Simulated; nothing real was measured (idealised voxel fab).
process module | voxel gate over fins
cross-section cut | 240 nm wide | cells 5 nm
A cross-section is a grid of square cells, given in bands from the top down. A band is one or more rows of cells.
Each band's line starts with the height of the band's top and of its bottom, in nm. Then come its materials from left to right, each with its width in nm. One material with "throughout" fills the band from edge to edge. "air" is empty space.
Height 0 is the level under which the wafer as received is all one material. The lowest band goes on downwards, as in "0 down".
A width such as "30 to 40" changes by the same amount from each row of cells to the next, from the band's top row to its bottom row.
"no change" after a step means that no cell of the cross-section changed.
closed voids: empty space of 8 cells or more with no open way to the top, each as width x height at its distance from the left edge, in nm
after a step's settings: what the simulator itself notes on the step
overlay nm, on a step with a mask: how far to the right of its planned place the mask lay; to the left if negative
plan
1 op RECEIVE | material Si
2 op CONFORMAL_DEP | material SiN | thk nm 5
3 op DIRECTIONAL_DEP | material aC | thk nm 10
4 op PATTERN | tone cover | mask id FINS | material resist | width nm 15 | pitch nm 35 | thk nm 30 | overlay nm 0
5 op DIRECTIONAL_ETCH | etch materials aC | depth nm 10
6 op STRIP | etch materials resist
7 op DIRECTIONAL_ETCH | etch materials SiN | depth nm 5
8 op DIRECTIONAL_ETCH | etch materials Si | depth nm 35
9 op STRIP | etch materials aC
10 op FILL_DEP | material SiO2 | thk nm 10
11 op CMP | height nm 5
12 op SELECTIVE_ETCH | etch materials SiO2 | depth nm 20
13 op STRIP | etch materials SiN
14 op CONFORMAL_DEP | material HfO2 | thk nm 5
15 op CONFORMAL_DEP | material TiN | thk nm 5
16 op FILL_DEP | material W | thk nm 10
17 op CMP | height nm 15
18 op CONFORMAL_DEP | material SiCN | thk nm 5
as received, after step 1
  0 down: Si throughout
  closed voids: none
a wafer at the end: this start, this plan, one mistake
  20 to 15: SiCN throughout
  15 to 5: W throughout
  5 to 0: W 55 | TiN 25 | W 10 | TiN 25 | W 10 | TiN 25 | W 10 | TiN 25 | W 55
  0 to -10: W 55 | TiN 5 | Si 15 | TiN 5 | W 10 | TiN 5 | Si 15 | TiN 5 | W 10 | TiN 5 | Si 15 | TiN 5 | W 10 | TiN 5 | Si 15 | TiN 5 | W 55
  -10 to -15: TiN 60 | Si 15 | TiN 20 | Si 15 | TiN 20 | Si 15 | TiN 20 | Si 15 | TiN 60
  -15 to -35: SiO2 60 | Si 15 | SiO2 20 | Si 15 | SiO2 20 | Si 15 | SiO2 20 | Si 15 | SiO2 60
  -35 down: Si throughout
  closed voids: none
what went wrong: step 14 was left out
